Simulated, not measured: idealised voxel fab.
The name of this process module is voxel capacitor over wiring.
Xsec cut, 295 nm wide, square cell size 5 nm.
Cross-section spec: square-cell grid; bands listed top down; each band is one or more rows.
For a band, the entry starts with two heights in nm, that of the top and then that of the bottom, and carries on with the band's materials in order from left to right, each alongside its width in nm; the word "all across" beside a single material means it fills the band edge to edge, and "blank" means empty space.
Heights are expressed relative to 0, this being the level below which the as-received wafer comprises one material exclusively. The lowest band is unbounded in the downward direction and is denoted as in "from 0 down".
The width entry "30..40" should be interpreted row by row: the top row of cells in the band takes the first number, the bottom row takes the second number, and the change between adjacent rows is uniform throughout.
The designation "no modification", where it is given for a processing step, indicates that no cell of the cross-section was altered in the course of that step.
Voids not open to the top, 8 cells minimum: see "Sealed-off cavities". Written width x height at distance; distance is from the left edge; nm.
Formally, on a step line, whatever follows the settings is a remark that the simulator itself makes on the step.
Regarding "overlay nm": on a step with a mask, it is the distance the mask lay to the right of its planned place; a negative value places it to the left.

[The process steps that were planned are listed below]
1) RECEIVE (material Si)
2) CONFORMAL_DEP (material SiO2; thk nm 15)
3) CONFORMAL_DEP (material SiCN; thk nm 5)
4) DIRECTIONAL_DEP (material SiO2; thk nm 20)
5) MASKED_ETCH (tone open; mask id METAL_1; width nm 20; pitch nm 85; etch materials SiO2; depth nm 20; overlay nm 0)
6) MASKED_ETCH (tone open; mask id METAL_1; width nm 20; pitch nm 85; etch materials SiCN; depth nm 5; overlay nm 0)
7) CONFORMAL_DEP (material TiN; thk nm 5)
8) FILL_DEP (material Cu; thk nm 10)
9) CMP (height nm 40)
10) CONFORMAL_DEP (material SiCN; thk nm 5)
11) DIRECTIONAL_DEP (material SiO2; thk nm 10)
12) DIRECTIONAL_DEP (material aC; thk nm 15)
13) PATTERN (tone open; mask id PLUG_1; material resist; width nm 15; thk nm 35; overlay nm 0)
14) DIRECTIONAL_ETCH (etch materials aC; depth nm 15)
15) STRIP (etch materials resist)
16) DIRECTIONAL_ETCH (etch materials SiO2; depth nm 10)
17) DIRECTIONAL_ETCH (etch materials SiCN; depth nm 5)
18) STRIP (etch materials aC)
19) EPI (material Ru; thk nm 10)
20) EPI (material Ru; thk nm 5)
21) DIRECTIONAL_DEP (material TiN; thk nm 10)
22) DIRECTIONAL_DEP (material SiN; thk nm 5)
23) DIRECTIONAL_DEP (material TiN; thk nm 5)
24) DIRECTIONAL_DEP (material aC; thk nm 15)
25) PATTERN (tone cover; mask id UPPER_PLATE; material resist; width nm 70; thk nm 30; overlay nm 0)
26) DIRECTIONAL_ETCH (etch materials aC; depth nm 15)
27) STRIP (etch materials resist)
28) DIRECTIONAL_ETCH (etch materials TiN; depth nm 5)
29) DIRECTIONAL_ETCH (etch materials SiN; depth nm 5)
30) STRIP (etch materials aC)
31) DIRECTIONAL_DEP (material aC; thk nm 15)
32) PATTERN (tone cover; mask id LOWER_PLATE; material resist; width nm 80; thk nm 30; overlay nm 0)
33) DIRECTIONAL_ETCH (etch materials aC; depth nm 15)
34) STRIP (etch materials resist)
35) DIRECTIONAL_ETCH (etch materials TiN; depth nm 10)
36) STRIP (etch materials aC)
37) FILL_DEP (material SiO2; thk nm 15)
38) CMP (height nm 85)
39) DIRECTIONAL_DEP (material aC; thk nm 10)
40) PATTERN (tone open; mask id PLUG_2; material resist; width nm 15; thk nm 25; overlay nm 0)
41) DIRECTIONAL_ETCH (etch materials aC; depth nm 10)
42) STRIP (etch materials resist)
43) DIRECTIONAL_ETCH (etch materials SiO2; depth nm 10)
44) STRIP (etch materials aC)
45) CONFORMAL_DEP (material TiN; thk nm 5)
46) FILL_DEP (material Cu; thk nm 5)
47) CMP (height nm 85)
48) CONFORMAL_DEP (material SiN; thk nm 5)

[What follows covers the first of two wafers; it ran as planned]

[As received (post step 1): cross-section]
* from 0 down: Si all across
* Sealed-off cavities: none

[Take a look at the wafer's cross-section after step 2]
* from 15 to 0: SiO2 all across
* Beneath the level 0, the cross-section is identical to its previous state.

[Take a look at the wafer's cross-section after step 3]
* from 20 to 15: SiCN all across
* Beneath the level 15, the cross-section is identical to its previous state.

[Take a look at the wafer's cross-section after step 4]
* from 40 to 20: SiO2 all across
* Beneath the level 20, the cross-section is identical to its previous state.

[Take a look at the wafer's cross-section after step 5]
* from 40 to 20: 95 SiO2 / 20 blank / 65 SiO2 / 20 blank / 95 SiO2
* Beneath the level 20, the cross-section is identical to its previous state.

[Take a look at the wafer's cross-section after step 6]
* from 40 to 20: 95 SiO2 / 20 blank / 65 SiO2 / 20 blank / 95 SiO2
* from 20 to 15: 95 SiCN / 20 blank / 65 SiCN / 20 blank / 95 SiCN
* Beneath the level 15, the cross-section is identical to its previous state.

[Take a look at the wafer's cross-section after step 7]
* from 45 to 40: 100 TiN / 10 blank / 75 TiN / 10 blank / 100 TiN
* from 40 to 20: 95 SiO2 / 5 TiN / 10 blank / 5 TiN / 65 SiO2 / 5 TiN / 10 blank / 5 TiN / 95 SiO2
* from 20 to 15: 95 SiCN / 20 TiN / 65 SiCN / 20 TiN / 95 SiCN
* Beneath the level 15, the cross-section is identical to its previous state.

[Take a look at the wafer's cross-section after step 8]
* from 55 to 45: Cu all across
* from 45 to 40: 100 TiN / 10 Cu / 75 TiN / 10 Cu / 100 TiN
* from 40 to 20: 95 SiO2 / 5 TiN / 10 Cu / 5 TiN / 65 SiO2 / 5 TiN / 10 Cu / 5 TiN / 95 SiO2
* Beneath the level 20, the cross-section is identical to its previous state.

[Take a look at the wafer's cross-section after step 9]
* from 40 to 20: 95 SiO2 / 5 TiN / 10 Cu / 5 TiN / 65 SiO2 / 5 TiN / 10 Cu / 5 TiN / 95 SiO2
* Beneath the level 20, the cross-section is identical to its previous state.

[Take a look at the wafer's cross-section after step 10]
* from 45 to 40: SiCN all across
* Beneath the level 40, the cross-section is identical to its previous state.

[Take a look at the wafer's cross-section after step 11]
* from 55 to 45: SiO2 all across
* Beneath the level 45, the cross-section is identical to its previous state.

[Take a look at the wafer's cross-section after step 12]
* from 70 to 55: aC all across
* Beneath the level 55, the cross-section is identical to its previous state.

[Take a look at the wafer's cross-section after step 13]
* from 105 to 70: 100 resist / 15 blank / 180 resist
* Beneath the level 70, the cross-section is identical to its previous state.

[Take a look at the wafer's cross-section after step 14]
* from 90 to 70: 100 resist / 15 blank / 180 resist
* from 70 to 55: 100 aC / 15 blank / 180 aC
* Beneath the level 55, the cross-section is identical to its previous state.

[Take a look at the wafer's cross-section after step 15]
* from 70 to 55: 100 aC / 15 blank / 180 aC
* Beneath the level 55, the cross-section is identical to its previous state.

[Take a look at the wafer's cross-section after step 16]
* from 70 to 55: 100 aC / 15 blank / 180 aC
* from 55 to 45: 100 SiO2 / 15 blank / 180 SiO2
* Beneath the level 45, the cross-section is identical to its previous state.

[Take a look at the wafer's cross-section after step 17]
* from 70 to 55: 100 aC / 15 blank / 180 aC
* from 55 to 45: 100 SiO2 / 15 blank / 180 SiO2
* from 45 to 40: 100 SiCN / 15 blank / 180 SiCN
* Beneath the level 40, the cross-section is identical to its previous state.

[Take a look at the wafer's cross-section after step 18]
* from 55 to 45: 100 SiO2 / 15 blank / 180 SiO2
* Beneath the level 45, the cross-section is identical to its previous state.

[Take a look at the wafer's cross-section after step 19]
* from 55 to 50: 100 SiO2 / 15 blank / 180 SiO2
* from 50 to 45: 100 SiO2 / 15 Ru / 180 SiO2
* from 45 to 40: 100 SiCN / 15 Ru / 180 SiCN
* Beneath the level 40, the cross-section is identical to its previous state.

[Take a look at the wafer's cross-section after step 20]
* from 55 to 45: 100 SiO2 / 15 Ru / 180 SiO2
* Beneath the level 45, the cross-section is identical to its previous state.

[Take a look at the wafer's cross-section after step 21]
* from 65 to 55: TiN all across
* Beneath the level 55, the cross-section is identical to its previous state.

[Take a look at the wafer's cross-section after step 22]
* from 70 to 65: SiN all across
* Beneath the level 65, the cross-section is identical to its previous state.

[Take a look at the wafer's cross-section after step 23]
* from 75 to 70: TiN all across
* Beneath the level 70, the cross-section is identical to its previous state.

[Take a look at the wafer's cross-section after step 24]
* from 90 to 75: aC all across
* Beneath the level 75, the cross-section is identical to its previous state.

[Take a look at the wafer's cross-section after step 25]
* from 120 to 90: 100 blank / 70 resist / 125 blank
* Beneath the level 90, the cross-section is identical to its previous state.

[Take a look at the wafer's cross-section after step 26]
* from 105 to 90: 100 blank / 70 resist / 125 blank
* from 90 to 75: 100 blank / 70 aC / 125 blank
* Beneath the level 75, the cross-section is identical to its previous state.

[Take a look at the wafer's cross-section after step 27]
* from 90 to 75: 100 blank / 70 aC / 125 blank
* Beneath the level 75, the cross-section is identical to its previous state.

[Take a look at the wafer's cross-section after step 28]
* from 90 to 75: 100 blank / 70 aC / 125 blank
* from 75 to 70: 100 blank / 70 TiN / 125 blank
* Beneath the level 70, the cross-section is identical to its previous state.

[Take a look at the wafer's cross-section after step 29]
* from 90 to 75: 100 blank / 70 aC / 125 blank
* from 75 to 70: 100 blank / 70 TiN / 125 blank
* from 70 to 65: 100 blank / 70 SiN / 125 blank
* Beneath the level 65, the cross-section is identical to its previous state.

[Take a look at the wafer's cross-section after step 30]
* from 75 to 70: 100 blank / 70 TiN / 125 blank
* Beneath the level 70, the cross-section is identical to its previous state.

[Take a look at the wafer's cross-section after step 31]
* from 90 to 80: 100 blank / 70 aC / 125 blank
* from 80 to 75: aC all across
* from 75 to 70: 100 aC / 70 TiN / 125 aC
* from 70 to 65: 100 aC / 70 SiN / 125 aC
* Beneath the level 65, the cross-section is identical to its previous state.

[Take a look at the wafer's cross-section after step 32]
* from 120 to 90: 95 blank / 80 resist / 120 blank
* from 90 to 80: 95 blank / 5 resist / 70 aC / 5 resist / 120 blank
* Beneath the level 80, the cross-section is identical to its previous state.

[Take a look at the wafer's cross-section after step 33]
* from 105 to 90: 95 blank / 80 resist / 120 blank
* from 90 to 80: 95 blank / 5 resist / 70 aC / 5 resist / 120 blank
* from 80 to 75: 95 blank / 80 aC / 120 blank
* from 75 to 70: 95 blank / 5 aC / 70 TiN / 5 aC / 120 blank
* from 70 to 65: 95 blank / 5 aC / 70 SiN / 5 aC / 120 blank
* Beneath the level 65, the cross-section is identical to its previous state.

[Take a look at the wafer's cross-section after step 34]
* from 90 to 80: 100 blank / 70 aC / 125 blank
* Beneath the level 80, the cross-section is identical to its previous state.

[Take a look at the wafer's cross-section after step 35]
* from 90 to 80: 100 blank / 70 aC / 125 blank
* from 80 to 75: 95 blank / 80 aC / 120 blank
* from 75 to 70: 95 blank / 5 aC / 70 TiN / 5 aC / 120 blank
* from 70 to 65: 95 blank / 5 aC / 70 SiN / 5 aC / 120 blank
* from 65 to 55: 95 blank / 80 TiN / 120 blank
* Beneath the level 55, the cross-section is identical to its previous state.

[Take a look at the wafer's cross-section after step 36]
* from 75 to 70: 100 blank / 70 TiN / 125 blank
* from 70 to 65: 100 blank / 70 SiN / 125 blank
* Beneath the level 65, the cross-section is identical to its previous state.

[Take a look at the wafer's cross-section after step 37]
* from 90 to 75: SiO2 all across
* from 75 to 70: 100 SiO2 / 70 TiN / 125 SiO2
* from 70 to 65: 100 SiO2 / 70 SiN / 125 SiO2
* from 65 to 55: 95 SiO2 / 80 TiN / 120 SiO2
* Beneath the level 55, the cross-section is identical to its previous state.

[Take a look at the wafer's cross-section after step 38]
* from 85 to 75: SiO2 all across
* Beneath the level 75, the cross-section is identical to its previous state.

[Take a look at the wafer's cross-section after step 39]
* from 95 to 85: aC all across
* Beneath the level 85, the cross-section is identical to its previous state.

[Take a look at the wafer's cross-section after step 40]
* from 120 to 95: 110 resist / 15 blank / 170 resist
* Beneath the level 95, the cross-section is identical to its previous state.

[Take a look at the wafer's cross-section after step 41]
* from 110 to 95: 110 resist / 15 blank / 170 resist
* from 95 to 85: 110 aC / 15 blank / 170 aC
* Beneath the level 85, the cross-section is identical to its previous state.

[Take a look at the wafer's cross-section after step 42]
* from 95 to 85: 110 aC / 15 blank / 170 aC
* Beneath the level 85, the cross-section is identical to its previous state.

[Take a look at the wafer's cross-section after step 43]
* from 95 to 85: 110 aC / 15 blank / 170 aC
* from 85 to 75: 110 SiO2 / 15 blank / 170 SiO2
* Beneath the level 75, the cross-section is identical to its previous state.

[Take a look at the wafer's cross-section after step 44]
* from 85 to 75: 110 SiO2 / 15 blank / 170 SiO2
* Beneath the level 75, the cross-section is identical to its previous state.

[Take a look at the wafer's cross-section after step 45]
* from 90 to 85: 115 TiN / 5 blank / 175 TiN
* from 85 to 80: 110 SiO2 / 5 TiN / 5 blank / 5 TiN / 170 SiO2
* from 80 to 70: 110..100 SiO2 / 15..70 TiN / 170..125 SiO2
* Beneath the level 70, the cross-section is identical to its previous state.

[Take a look at the wafer's cross-section after step 46]
* from 95 to 90: Cu all across
* from 90 to 85: 115 TiN / 5 Cu / 175 TiN
* from 85 to 80: 110 SiO2 / 5 TiN / 5 Cu / 5 TiN / 170 SiO2
* Beneath the level 80, the cross-section is identical to its previous state.

[Take a look at the wafer's cross-section after step 47]
* from 85 to 80: 110 SiO2 / 5 TiN / 5 Cu / 5 TiN / 170 SiO2
* Beneath the level 80, the cross-section is identical to its previous state.

[Take a look at the wafer's cross-section after step 48]
* from 90 to 85: SiN all across
* Beneath the level 85, the cross-section is identical to its previous state.

[Second wafer: same start and same plan as the first, one execution error; identical to the first through step 24]

[Cross-section of the second wafer when, according to plan, step 25 should have finished]
* from 120 to 90: 110 blank / 70 resist / 115 blank
* Beneath the level 90, the cross-section is identical to its previous state.

[Cross-section of the second wafer when, according to plan, step 26 should have finished]
* from 105 to 90: 110 blank / 70 resist / 115 blank
* from 90 to 75: 110 blank / 70 aC / 115 blank
* Beneath the level 75, the cross-section is identical to its previous state.

[Cross-section of the second wafer when, according to plan, step 27 should have finished]
* from 90 to 75: 110 blank / 70 aC / 115 blank
* Beneath the level 75, the cross-section is identical to its previous state.

[Cross-section of the second wafer when, according to plan, step 28 should have finished]
* from 90 to 75: 110 blank / 70 aC / 115 blank
* from 75 to 70: 110 blank / 70 TiN / 115 blank
* Beneath the level 70, the cross-section is identical to its previous state.

[Cross-section of the second wafer when, according to plan, step 29 should have finished]
* from 90 to 75: 110 blank / 70 aC / 115 blank
* from 75 to 70: 110 blank / 70 TiN / 115 blank
* from 70 to 65: 110 blank / 70 SiN / 115 blank
* Beneath the level 65, the cross-section is identical to its previous state.

[Cross-section of the second wafer when, according to plan, step 30 should have finished]
* from 75 to 70: 110 blank / 70 TiN / 115 blank
* Beneath the level 70, the cross-section is identical to its previous state.

[Cross-section of the second wafer when, according to plan, step 31 should have finished]
* from 90 to 80: 110 blank / 70 aC / 115 blank
* from 80 to 75: aC all across
* from 75 to 70: 110 aC / 70 TiN / 115 aC
* from 70 to 65: 110 aC / 70 SiN / 115 aC
* Beneath the level 65, the cross-section is identical to its previous state.

[Cross-section of the second wafer when, according to plan, step 32 should have finished]
* from 120 to 90: 95 blank / 80 resist / 120 blank
* from 90 to 80: 95 blank / 15 resist / 70 aC / 115 blank
* Beneath the level 80, the cross-section is identical to its previous state.

[Cross-section of the second wafer when, according to plan, step 33 should have finished]
* from 105 to 90: 95 blank / 80 resist / 120 blank
* from 90 to 80: 95 blank / 15 resist / 65 aC / 120 blank
* from 80 to 75: 95 blank / 80 aC / 120 blank
* from 75 to 70: 95 blank / 15 aC / 70 TiN / 115 blank
* from 70 to 65: 95 blank / 15 aC / 70 SiN / 115 blank
* Beneath the level 65, the cross-section is identical to its previous state.

[Cross-section of the second wafer when, according to plan, step 34 should have finished]
* from 90 to 80: 110 blank / 65 aC / 120 blank
* Beneath the level 80, the cross-section is identical to its previous state.

[Cross-section of the second wafer when, according to plan, step 35 should have finished]
* from 90 to 80: 110 blank / 65 aC / 120 blank
* from 80 to 75: 95 blank / 80 aC / 120 blank
* from 75 to 70: 95 blank / 15 aC / 65 TiN / 120 blank
* from 70 to 65: 95 blank / 15 aC / 70 SiN / 115 blank
* from 65 to 55: 95 blank / 85 TiN / 115 blank
* Beneath the level 55, the cross-section is identical to its previous state.

[Cross-section of the second wafer when, according to plan, step 36 should have finished]
* from 75 to 70: 110 blank / 65 TiN / 120 blank
* from 70 to 65: 110 blank / 70 SiN / 115 blank
* Beneath the level 65, the cross-section is identical to its previous state.

[Cross-section of the second wafer when, according to plan, step 37 should have finished]
* from 90 to 75: SiO2 all across
* from 75 to 70: 110 SiO2 / 65 TiN / 120 SiO2
* from 70 to 65: 110 SiO2 / 70 SiN / 115 SiO2
* from 65 to 55: 95 SiO2 / 85 TiN / 115 SiO2
* Beneath the level 55, the cross-section is identical to its previous state.

[Cross-section of the second wafer when, according to plan, step 38 should have finished]
* from 85 to 75: SiO2 all across
* Beneath the level 75, the cross-section is identical to its previous state.

[Cross-section of the second wafer when, according to plan, step 39 should have finished]
* from 95 to 85: aC all across
* Beneath the level 85, the cross-section is identical to its previous state.

[Cross-section of the second wafer when, according to plan, step 40 should have finished]
* from 120 to 95: 110 resist / 15 blank / 170 resist
* Beneath the level 95, the cross-section is identical to its previous state.

[Cross-section of the second wafer when, according to plan, step 41 should have finished]
* from 110 to 95: 110 resist / 15 blank / 170 resist
* from 95 to 85: 110 aC / 15 blank / 170 aC
* Beneath the level 85, the cross-section is identical to its previous state.

[Cross-section of the second wafer when, according to plan, step 42 should have finished]
* from 95 to 85: 110 aC / 15 blank / 170 aC
* Beneath the level 85, the cross-section is identical to its previous state.

[Cross-section of the second wafer when, according to plan, step 43 should have finished]
* from 95 to 85: 110 aC / 15 blank / 170 aC
* from 85 to 75: 110 SiO2 / 15 blank / 170 SiO2
* Beneath the level 75, the cross-section is identical to its previous state.

[Cross-section of the second wafer when, according to plan, step 44 should have finished]
* from 85 to 75: 110 SiO2 / 15 blank / 170 SiO2
* Beneath the level 75, the cross-section is identical to its previous state.

[Cross-section of the second wafer when, according to plan, step 45 should have finished]
* from 90 to 85: 115 TiN / 5 blank / 175 TiN
* from 85 to 80: 110 SiO2 / 5 TiN / 5 blank / 5 TiN / 170 SiO2
* from 80 to 70: 110 SiO2 / 15..65 TiN / 170..120 SiO2
* Beneath the level 70, the cross-section is identical to its previous state.

[Cross-section of the second wafer when, according to plan, step 46 should have finished]
* from 95 to 90: Cu all across
* from 90 to 85: 115 TiN / 5 Cu / 175 TiN
* from 85 to 80: 110 SiO2 / 5 TiN / 5 Cu / 5 TiN / 170 SiO2
* Beneath the level 80, the cross-section is identical to its previous state.

[Cross-section of the second wafer when, according to plan, step 47 should have finished]
* from 85 to 80: 110 SiO2 / 5 TiN / 5 Cu / 5 TiN / 170 SiO2
* Beneath the level 80, the cross-section is identical to its previous state.

[Cross-section of the second wafer when, according to plan, step 48 should have finished]
* from 90 to 85: SiN all across
* Beneath the level 85, the cross-section is identical to its previous state.
Deviation from plan: for step 25, the planned setting was not used; the step was instead run as PATTERN (tone cover; mask id UPPER_PLATE; material resist; width nm 70; thk nm 30; overlay nm 10)
at the end the second wafer has, in cells: 1 fewer of SiO2 | 1 more of TiN
